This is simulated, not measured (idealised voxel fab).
Process module name: voxel wiring stack
290 nm wide, 5 nm square cells: that's cross-section cut.
Each cross-section below is a grid of square cells, stated as bands in top-down order, with one or more rows of cells making up each band. Each band's line starts with the height of the band's top and of its bottom, in nm. Then come its materials from left to right, each with its width in nm. One material with "all across" fills the band from edge to edge. "air" is empty space. Below 0: as-received wafer, all one material; heights counted from there. Lowest band: no bottom, goes on down, written "0..down". Note: "30->40" means the width goes from the first number (top row of the band) to the second number (bottom row) in equal steps per row of cells. What does "all unchanged" mean for a step? It means no cell of the cross-section changed in that step. The label "Enclosed internal cavities" introduces a list of the empty spaces, 8 cells or larger, that have no open way up to the top; each entry in it reads width x height at distance, where the distance is taken from the left edge and all three are stated in nm. Past the settings on a step's line: simulator remark, on that step. On any step carrying a mask, the "overlay nm" setting, if present on the step's line, tells how far right of its planned place the mask lay; negative values point to the left.
Steps in the process plan
1) RECEIVE [material Si]
2) CONFORMAL_DEP [material SiO2] [thk nm 15]
3) DIRECTIONAL_DEP [material TiN] [thk nm 5]
4) DIRECTIONAL_DEP [material W] [thk nm 20]
5) DIRECTIONAL_DEP [material aC] [thk nm 10]
6) PATTERN [tone cover] [mask id METAL_1] [material resist] [width nm 30] [pitch nm 60] [thk nm 25] [overlay nm 0]
7) DIRECTIONAL_ETCH [etch materials aC] [depth nm 10]
8) STRIP [etch materials resist]
9) DIRECTIONAL_ETCH [etch materials W] [depth nm 20]
10) DIRECTIONAL_ETCH [etch materials TiN] [depth nm 5]
11) STRIP [etch materials aC]
12) FILL_DEP [material SiO2] [thk nm 5]
13) CMP [height nm 40]
14) CONFORMAL_DEP [material SiCN] [thk nm 5]
15) DIRECTIONAL_DEP [material lowk] [thk nm 30]
16) PATTERN [tone open] [mask id METAL_2_HOLES] [material resist] [width nm 15] [pitch nm 120] [thk nm 15] [overlay nm 0]
17) DIRECTIONAL_ETCH [etch materials lowk] [depth nm 30]
18) STRIP [etch materials resist]
19) PATTERN [tone open] [mask id METAL_2] [material resist] [width nm 30] [pitch nm 60] [thk nm 20] [overlay nm 0]
20) DIRECTIONAL_ETCH [etch materials lowk] [depth nm 20]
21) DIRECTIONAL_ETCH [etch materials SiCN] [depth nm 5]
22) STRIP [etch materials resist]
23) CONFORMAL_DEP [material TiN] [thk nm 5]
24) FILL_DEP [material Cu] [thk nm 10]
25) CMP [height nm 75]
26) CONFORMAL_DEP [material SiCN] [thk nm 5]
27) DIRECTIONAL_DEP [material SiO2] [thk nm 15]
28) PATTERN [tone open] [mask id PLUG_2] [material resist] [width nm 15] [pitch nm 60] [thk nm 15] [overlay nm 0]
29) DIRECTIONAL_ETCH [etch materials SiO2] [depth nm 15]
30) DIRECTIONAL_ETCH [etch materials SiCN] [depth nm 5]
31) STRIP [etch materials resist]
32) EPI [material Ru] [thk nm 10]
33) EPI [material Ru] [thk nm 10]
34) DIRECTIONAL_DEP [material TiN] [thk nm 5]
35) DIRECTIONAL_DEP [material W] [thk nm 20]
36) DIRECTIONAL_DEP [material aC] [thk nm 10]
37) PATTERN [tone cover] [mask id METAL_3] [material resist] [width nm 30] [pitch nm 60] [thk nm 25] [overlay nm 0]
38) DIRECTIONAL_ETCH [etch materials aC] [depth nm 10]
39) STRIP [etch materials resist]
40) DIRECTIONAL_ETCH [etch materials W] [depth nm 20]
41) DIRECTIONAL_ETCH [etch materials TiN] [depth nm 5]
42) STRIP [etch materials aC]
43) FILL_DEP [material lowk] [thk nm 5]
44) CMP [height nm 120]
45) CONFORMAL_DEP [material SiCN] [thk nm 5]
Account of the first of two wafers, which was processed as intended
So this is the incoming wafer in cross-section - it's already been through step 1
0..down | Si all across
Enclosed internal cavities: none
The following cross-section depicts the wafer upon completion of step 2
15..0 | SiO2 all across
below 0: unchanged
The following cross-section depicts the wafer upon completion of step 3
20..15 | TiN all across
below 15: unchanged
The following cross-section depicts the wafer upon completion of step 4
40..20 | W all across
below 20: unchanged
The following cross-section depicts the wafer upon completion of step 5
50..40 | aC all across
below 40: unchanged
The following cross-section depicts the wafer upon completion of step 6
75..50 | air 70  resist 30  air 30  resist 30  air 30  resist 30  air 70
below 50: unchanged
The following cross-section depicts the wafer upon completion of step 7
65..50 | air 70  resist 30  air 30  resist 30  air 30  resist 30  air 70
50..40 | air 70  aC 30  air 30  aC 30  air 30  aC 30  air 70
below 40: unchanged
The following cross-section depicts the wafer upon completion of step 8
50..40 | air 70  aC 30  air 30  aC 30  air 30  aC 30  air 70
below 40: unchanged
The following cross-section depicts the wafer upon completion of step 9
50..40 | air 70  aC 30  air 30  aC 30  air 30  aC 30  air 70
40..20 | air 70  W 30  air 30  W 30  air 30  W 30  air 70
below 20: unchanged
The following cross-section depicts the wafer upon completion of step 10
50..40 | air 70  aC 30  air 30  aC 30  air 30  aC 30  air 70
40..20 | air 70  W 30  air 30  W 30  air 30  W 30  air 70
20..15 | air 70  TiN 30  air 30  TiN 30  air 30  TiN 30  air 70
below 15: unchanged
The following cross-section depicts the wafer upon completion of step 11
40..20 | air 70  W 30  air 30  W 30  air 30  W 30  air 70
below 20: unchanged
The following cross-section depicts the wafer upon completion of step 12
45..40 | SiO2 all across
40..20 | SiO2 70  W 30  SiO2 30  W 30  SiO2 30  W 30  SiO2 70
20..15 | SiO2 70  TiN 30  SiO2 30  TiN 30  SiO2 30  TiN 30  SiO2 70
below 15: unchanged
The following cross-section depicts the wafer upon completion of step 13
40..20 | SiO2 70  W 30  SiO2 30  W 30  SiO2 30  W 30  SiO2 70
below 20: unchanged
The following cross-section depicts the wafer upon completion of step 14
45..40 | SiCN all across
below 40: unchanged
The following cross-section depicts the wafer upon completion of step 15
75..45 | lowk all across
below 45: unchanged
The following cross-section depicts the wafer upon completion of step 16
90..75 | resist 70  air 15  resist 105  air 15  resist 85
below 75: unchanged
The following cross-section depicts the wafer upon completion of step 17
90..75 | resist 70  air 15  resist 105  air 15  resist 85
75..45 | lowk 70  air 15  lowk 105  air 15  lowk 85
below 45: unchanged
The following cross-section depicts the wafer upon completion of step 18
75..45 | lowk 70  air 15  lowk 105  air 15  lowk 85
below 45: unchanged
The following cross-section depicts the wafer upon completion of step 19
95..75 | resist 70  air 30  resist 30  air 30  resist 30  air 30  resist 70
below 75: unchanged
The following cross-section depicts the wafer upon completion of step 20
95..75 | resist 70  air 30  resist 30  air 30  resist 30  air 30  resist 70
75..55 | lowk 70  air 30  lowk 30  air 30  lowk 30  air 30  lowk 70
below 55: unchanged
The following cross-section depicts the wafer upon completion of step 21
95..75 | resist 70  air 30  resist 30  air 30  resist 30  air 30  resist 70
75..55 | lowk 70  air 30  lowk 30  air 30  lowk 30  air 30  lowk 70
55..45 | lowk 70  air 15  lowk 105  air 15  lowk 85
45..40 | SiCN 70  air 15  SiCN 105  air 15  SiCN 85
below 40: unchanged
The following cross-section depicts the wafer upon completion of step 22
75..55 | lowk 70  air 30  lowk 30  air 30  lowk 30  air 30  lowk 70
below 55: unchanged
The following cross-section depicts the wafer upon completion of step 23
80..75 | TiN 75  air 20  TiN 40  air 20  TiN 40  air 20  TiN 75
75..60 | lowk 70  TiN 5  air 20  TiN 5  lowk 30  TiN 5  air 20  TiN 5  lowk 30  TiN 5  air 20  TiN 5  lowk 70
60..55 | lowk 70  TiN 5  air 5  TiN 20  lowk 30  TiN 30  lowk 30  TiN 5  air 5  TiN 20  lowk 70
55..45 | lowk 70  TiN 5  air 5  TiN 5  lowk 105  TiN 5  air 5  TiN 5  lowk 85
45..40 | SiCN 70  TiN 15  SiCN 105  TiN 15  SiCN 85
below 40: unchanged
The following cross-section depicts the wafer upon completion of step 24
90..80 | Cu all across
80..75 | TiN 75  Cu 20  TiN 40  Cu 20  TiN 40  Cu 20  TiN 75
75..60 | lowk 70  TiN 5  Cu 20  TiN 5  lowk 30  TiN 5  Cu 20  TiN 5  lowk 30  TiN 5  Cu 20  TiN 5  lowk 70
60..55 | lowk 70  TiN 5  Cu 5  TiN 20  lowk 30  TiN 30  lowk 30  TiN 5  Cu 5  TiN 20  lowk 70
55..45 | lowk 70  TiN 5  Cu 5  TiN 5  lowk 105  TiN 5  Cu 5  TiN 5  lowk 85
below 45: unchanged
The following cross-section depicts the wafer upon completion of step 25
75..60 | lowk 70  TiN 5  Cu 20  TiN 5  lowk 30  TiN 5  Cu 20  TiN 5  lowk 30  TiN 5  Cu 20  TiN 5  lowk 70
below 60: unchanged
The following cross-section depicts the wafer upon completion of step 26
80..75 | SiCN all across
below 75: unchanged
The following cross-section depicts the wafer upon completion of step 27
95..80 | SiO2 all across
below 80: unchanged
The following cross-section depicts the wafer upon completion of step 28
110..95 | resist 70  air 15  resist 45  air 15  resist 45  air 15  resist 85
below 95: unchanged
The following cross-section depicts the wafer upon completion of step 29
110..95 | resist 70  air 15  resist 45  air 15  resist 45  air 15  resist 85
95..80 | SiO2 70  air 15  SiO2 45  air 15  SiO2 45  air 15  SiO2 85
below 80: unchanged
The following cross-section depicts the wafer upon completion of step 30
110..95 | resist 70  air 15  resist 45  air 15  resist 45  air 15  resist 85
95..80 | SiO2 70  air 15  SiO2 45  air 15  SiO2 45  air 15  SiO2 85
80..75 | SiCN 70  air 15  SiCN 45  air 15  SiCN 45  air 15  SiCN 85
below 75: unchanged
The following cross-section depicts the wafer upon completion of step 31
95..80 | SiO2 70  air 15  SiO2 45  air 15  SiO2 45  air 15  SiO2 85
below 80: unchanged
The following cross-section depicts the wafer upon completion of step 32
95..85 | SiO2 70  air 15  SiO2 45  air 15  SiO2 45  air 15  SiO2 85
85..80 | SiO2 70  Ru 15  SiO2 45  Ru 15  SiO2 45  Ru 15  SiO2 85
80..75 | SiCN 70  Ru 15  SiCN 45  Ru 15  SiCN 45  Ru 15  SiCN 85
below 75: unchanged
The following cross-section depicts the wafer upon completion of step 33
95..80 | SiO2 70  Ru 15  SiO2 45  Ru 15  SiO2 45  Ru 15  SiO2 85
below 80: unchanged
The following cross-section depicts the wafer upon completion of step 34
100..95 | TiN all across
below 95: unchanged
The following cross-section depicts the wafer upon completion of step 35
120..100 | W all across
below 100: unchanged
The following cross-section depicts the wafer upon completion of step 36
130..120 | aC all across
below 120: unchanged
The following cross-section depicts the wafer upon completion of step 37
155..130 | air 70  resist 30  air 30  resist 30  air 30  resist 30  air 70
below 130: unchanged
The following cross-section depicts the wafer upon completion of step 38
145..130 | air 70  resist 30  air 30  resist 30  air 30  resist 30  air 70
130..120 | air 70  aC 30  air 30  aC 30  air 30  aC 30  air 70
below 120: unchanged
The following cross-section depicts the wafer upon completion of step 39
130..120 | air 70  aC 30  air 30  aC 30  air 30  aC 30  air 70
below 120: unchanged
The following cross-section depicts the wafer upon completion of step 40
130..120 | air 70  aC 30  air 30  aC 30  air 30  aC 30  air 70
120..100 | air 70  W 30  air 30  W 30  air 30  W 30  air 70
below 100: unchanged
The following cross-section depicts the wafer upon completion of step 41
130..120 | air 70  aC 30  air 30  aC 30  air 30  aC 30  air 70
120..100 | air 70  W 30  air 30  W 30  air 30  W 30  air 70
100..95 | air 70  TiN 30  air 30  TiN 30  air 30  TiN 30  air 70
below 95: unchanged
The following cross-section depicts the wafer upon completion of step 42
120..100 | air 70  W 30  air 30  W 30  air 30  W 30  air 70
below 100: unchanged
The following cross-section depicts the wafer upon completion of step 43
125..120 | lowk all across
120..100 | lowk 70  W 30  lowk 30  W 30  lowk 30  W 30  lowk 70
100..95 | lowk 70  TiN 30  lowk 30  TiN 30  lowk 30  TiN 30  lowk 70
below 95: unchanged
The following cross-section depicts the wafer upon completion of step 44
120..100 | lowk 70  W 30  lowk 30  W 30  lowk 30  W 30  lowk 70
below 100: unchanged
The following cross-section depicts the wafer upon completion of step 45
125..120 | SiCN all across
below 120: unchanged
Wafer two: like wafer one in start and plan, but with one mistake in execution; identical up to and including step 14
Second wafer, sectioned view, at step 15's planned end time
65..45 | lowk all across
below 45: unchanged
Second wafer, sectioned view, at step 16's planned end time
80..65 | resist 70  air 15  resist 105  air 15  resist 85
below 65: unchanged
Second wafer, sectioned view, at step 17's planned end time
80..65 | resist 70  air 15  resist 105  air 15  resist 85
65..45 | lowk 70  air 15  lowk 105  air 15  lowk 85
below 45: unchanged
Second wafer, sectioned view, at step 18's planned end time
65..45 | lowk 70  air 15  lowk 105  air 15  lowk 85
below 45: unchanged
Second wafer, sectioned view, at step 19's planned end time
85..65 | resist 70  air 30  resist 30  air 30  resist 30  air 30  resist 70
below 65: unchanged
Second wafer, sectioned view, at step 20's planned end time
85..65 | resist 70  air 30  resist 30  air 30  resist 30  air 30  resist 70
65..45 | lowk 70  air 30  lowk 30  air 30  lowk 30  air 30  lowk 70
below 45: unchanged
Second wafer, sectioned view, at step 21's planned end time
85..65 | resist 70  air 30  resist 30  air 30  resist 30  air 30  resist 70
65..45 | lowk 70  air 30  lowk 30  air 30  lowk 30  air 30  lowk 70
45..40 | SiCN 70  air 30  SiCN 30  air 30  SiCN 30  air 30  SiCN 70
below 40: unchanged
Second wafer, sectioned view, at step 22's planned end time
65..45 | lowk 70  air 30  lowk 30  air 30  lowk 30  air 30  lowk 70
below 45: unchanged
Second wafer, sectioned view, at step 23's planned end time
70..65 | TiN 75  air 20  TiN 40  air 20  TiN 40  air 20  TiN 75
65..45 | lowk 70  TiN 5  air 20  TiN 5  lowk 30  TiN 5  air 20  TiN 5  lowk 30  TiN 5  air 20  TiN 5  lowk 70
45..40 | SiCN 70  TiN 30  SiCN 30  TiN 30  SiCN 30  TiN 30  SiCN 70
below 40: unchanged
Second wafer, sectioned view, at step 24's planned end time
80..70 | Cu all across
70..65 | TiN 75  Cu 20  TiN 40  Cu 20  TiN 40  Cu 20  TiN 75
65..45 | lowk 70  TiN 5  Cu 20  TiN 5  lowk 30  TiN 5  Cu 20  TiN 5  lowk 30  TiN 5  Cu 20  TiN 5  lowk 70
below 45: unchanged
Second wafer, sectioned view, at step 25's planned end time
75..70 | Cu all across
below 70: unchanged
Second wafer, sectioned view, at step 26's planned end time
80..75 | SiCN all across
below 75: unchanged
Second wafer, sectioned view, at step 27's planned end time
95..80 | SiO2 all across
below 80: unchanged
Second wafer, sectioned view, at step 28's planned end time
110..95 | resist 70  air 15  resist 45  air 15  resist 45  air 15  resist 85
below 95: unchanged
Second wafer, sectioned view, at step 29's planned end time
110..95 | resist 70  air 15  resist 45  air 15  resist 45  air 15  resist 85
95..80 | SiO2 70  air 15  SiO2 45  air 15  SiO2 45  air 15  SiO2 85
below 80: unchanged
Second wafer, sectioned view, at step 30's planned end time
110..95 | resist 70  air 15  resist 45  air 15  resist 45  air 15  resist 85
95..80 | SiO2 70  air 15  SiO2 45  air 15  SiO2 45  air 15  SiO2 85
80..75 | SiCN 70  air 15  SiCN 45  air 15  SiCN 45  air 15  SiCN 85
below 75: unchanged
Second wafer, sectioned view, at step 31's planned end time
95..80 | SiO2 70  air 15  SiO2 45  air 15  SiO2 45  air 15  SiO2 85
below 80: unchanged
Second wafer, sectioned view, at step 32's planned end time
95..85 | SiO2 70  air 15  SiO2 45  air 15  SiO2 45  air 15  SiO2 85
85..80 | SiO2 70  Ru 15  SiO2 45  Ru 15  SiO2 45  Ru 15  SiO2 85
80..75 | SiCN 70  Ru 15  SiCN 45  Ru 15  SiCN 45  Ru 15  SiCN 85
below 75: unchanged
Second wafer, sectioned view, at step 33's planned end time
95..80 | SiO2 70  Ru 15  SiO2 45  Ru 15  SiO2 45  Ru 15  SiO2 85
below 80: unchanged
Second wafer, sectioned view, at step 34's planned end time
100..95 | TiN all across
below 95: unchanged
Second wafer, sectioned view, at step 35's planned end time
120..100 | W all across
below 100: unchanged
Second wafer, sectioned view, at step 36's planned end time
130..120 | aC all across
below 120: unchanged
Second wafer, sectioned view, at step 37's planned end time
155..130 | air 70  resist 30  air 30  resist 30  air 30  resist 30  air 70
below 130: unchanged
Second wafer, sectioned view, at step 38's planned end time
145..130 | air 70  resist 30  air 30  resist 30  air 30  resist 30  air 70
130..120 | air 70  aC 30  air 30  aC 30  air 30  aC 30  air 70
below 120: unchanged
Second wafer, sectioned view, at step 39's planned end time
130..120 | air 70  aC 30  air 30  aC 30  air 30  aC 30  air 70
below 120: unchanged
Second wafer, sectioned view, at step 40's planned end time
130..120 | air 70  aC 30  air 30  aC 30  air 30  aC 30  air 70
120..100 | air 70  W 30  air 30  W 30  air 30  W 30  air 70
below 100: unchanged
Second wafer, sectioned view, at step 41's planned end time
130..120 | air 70  aC 30  air 30  aC 30  air 30  aC 30  air 70
120..100 | air 70  W 30  air 30  W 30  air 30  W 30  air 70
100..95 | air 70  TiN 30  air 30  TiN 30  air 30  TiN 30  air 70
below 95: unchanged
Second wafer, sectioned view, at step 42's planned end time
120..100 | air 70  W 30  air 30  W 30  air 30  W 30  air 70
below 100: unchanged
Second wafer, sectioned view, at step 43's planned end time
125..120 | lowk all across
120..100 | lowk 70  W 30  lowk 30  W 30  lowk 30  W 30  lowk 70
100..95 | lowk 70  TiN 30  lowk 30  TiN 30  lowk 30  TiN 30  lowk 70
below 95: unchanged
Second wafer, sectioned view, at step 44's planned end time
120..100 | lowk 70  W 30  lowk 30  W 30  lowk 30  W 30  lowk 70
below 100: unchanged
Second wafer, sectioned view, at step 45's planned end time
125..120 | SiCN all across
below 120: unchanged
Want to know what went wrong? step 15 was not run as planned; what actually ran was DIRECTIONAL_DEP [material lowk] [thk nm 20]
Final wafer comparison in cells, second versus first, more or fewer per material: Cu: 76 more | SiCN: 12 fewer | TiN: 40 more | lowk: 104 fewer
